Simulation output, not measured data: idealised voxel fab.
process module | voxel capacitor over wiring
cross-section cut | 230 nm wide | cells 5 nm
A cross-section is a grid of square cells, given in bands from the top down. A band is one or more rows of cells.
Each band's line starts with the height of the band's top and of its bottom, in nm. Then come its materials from left to right, each with its width in nm. One material with "throughout" fills the band from edge to edge. "air" is empty space.
Height 0 is the level under which the wafer as received is all one material. The lowest band goes on downwards, as in "0 down".
A width such as "30 to 40" changes by the same amount from each row of cells to the next, from the band's top row to its bottom row.
"no change" after a step means that no cell of the cross-section changed.
closed voids: empty space of 8 cells or more with no open way to the top, each as width x height at its distance from the left edge, in nm
after a step's settings: what the simulator itself notes on the step
overlay nm, on a step with a mask: how far to the right of its planned place the mask lay; to the left if negative
plan
1 op RECEIVE | material Si
2 op CONFORMAL_DEP | material SiO2 | thk nm 10
3 op DIRECTIONAL_DEP | material TiN | thk nm 5
4 op DIRECTIONAL_DEP | material Ru | thk nm 25
5 op DIRECTIONAL_DEP | material aC | thk nm 15
6 op PATTERN | tone cover | mask id METAL_1 | material resist | width nm 25 | pitch nm 90 | thk nm 30 | overlay nm 0
7 op DIRECTIONAL_ETCH | etch materials aC | depth nm 15
8 op STRIP | etch materials resist
9 op DIRECTIONAL_ETCH | etch materials Ru | depth nm 25
10 op DIRECTIONAL_ETCH | etch materials TiN | depth nm 5
11 op STRIP | etch materials aC
12 op CONFORMAL_DEP | material SiCN | thk nm 5
13 op FILL_DEP | material SiO2 | thk nm 10
14 op CMP | height nm 40
15 op CONFORMAL_DEP | material SiCN | thk nm 5
16 op DIRECTIONAL_DEP | material SiO2 | thk nm 20
17 op PATTERN | tone open | mask id PLUG_1 | material resist | width nm 15 | thk nm 15 | overlay nm 0
18 op DIRECTIONAL_ETCH | etch materials SiO2 | depth nm 20
19 op DIRECTIONAL_ETCH | etch materials SiCN | depth nm 5
20 op STRIP | etch materials resist
21 op CONFORMAL_DEP | material TiN | thk nm 5
22 op FILL_DEP | material Ru | thk nm 5
23 op CMP | height nm 65
24 op DIRECTIONAL_DEP | material TiN | thk nm 5
25 op DIRECTIONAL_DEP | material HfO2 | thk nm 5
26 op DIRECTIONAL_DEP | material TiN | thk nm 5
27 op DIRECTIONAL_DEP | material aC | thk nm 10
28 op PATTERN | tone cover | mask id UPPER_PLATE | material resist | width nm 70 | thk nm 25 | overlay nm 0
29 op DIRECTIONAL_ETCH | etch materials aC | depth nm 10
30 op STRIP | etch materials resist
31 op DIRECTIONAL_ETCH | etch materials TiN | depth nm 5
32 op DIRECTIONAL_ETCH | etch materials HfO2 | depth nm 5
33 op STRIP | etch materials aC
34 op DIRECTIONAL_DEP | material aC | thk nm 10
35 op PATTERN | tone cover | mask id LOWER_PLATE | material resist | width nm 80 | thk nm 30 | overlay nm 0
36 op DIRECTIONAL_ETCH | etch materials aC | depth nm 10
37 op STRIP | etch materials resist
38 op DIRECTIONAL_ETCH | etch materials TiN | depth nm 5
39 op STRIP | etch materials aC
40 op FILL_DEP | material SiO2 | thk nm 15
41 op CMP | height nm 90
42 op PATTERN | tone open | mask id PLUG_2 | material resist | width nm 15 | thk nm 20 | overlay nm 0
43 op DIRECTIONAL_ETCH | etch materials SiO2 | depth nm 10
44 op STRIP | etch materials resist
45 op CONFORMAL_DEP | material TiN | thk nm 5
46 op FILL_DEP | material W | thk nm 10
47 op CMP | height nm 90
48 op CONFORMAL_DEP | material SiN | thk nm 5
as received, after step 1
  0 down: Si throughout
  closed voids: none
a wafer at the end: this start, this plan, one mistake
  95 to 90: SiN throughout
  90 to 85: SiO2 75 | TiN 5 | W 5 | TiN 5 | SiO2 140
  85 to 75: SiO2 75 to 70 | TiN 15 to 70 | SiO2 140 to 90
  75 to 70: SiO2 70 | HfO2 70 | SiO2 90
  70 to 65: SiO2 60 | TiN 80 | SiO2 90
  65 to 45: SiO2 65 | TiN 5 | Ru 5 | TiN 5 | SiO2 150
  45 to 40: SiCN 65 | TiN 15 | SiCN 150
  40 to 15: SiO2 50 | SiCN 5 | Ru 25 | SiCN 5 | SiO2 55 | SiCN 5 | Ru 25 | SiCN 5 | SiO2 55
  15 to 10: SiCN 55 | TiN 25 | SiCN 65 | TiN 25 | SiCN 60
  10 to 0: SiO2 throughout
  0 down: Si throughout
  closed voids: none
what went wrong: step 28 ran as: op PATTERN | tone cover | mask id UPPER_PLATE | material resist | width nm 70 | thk nm 25 | overlay nm 5
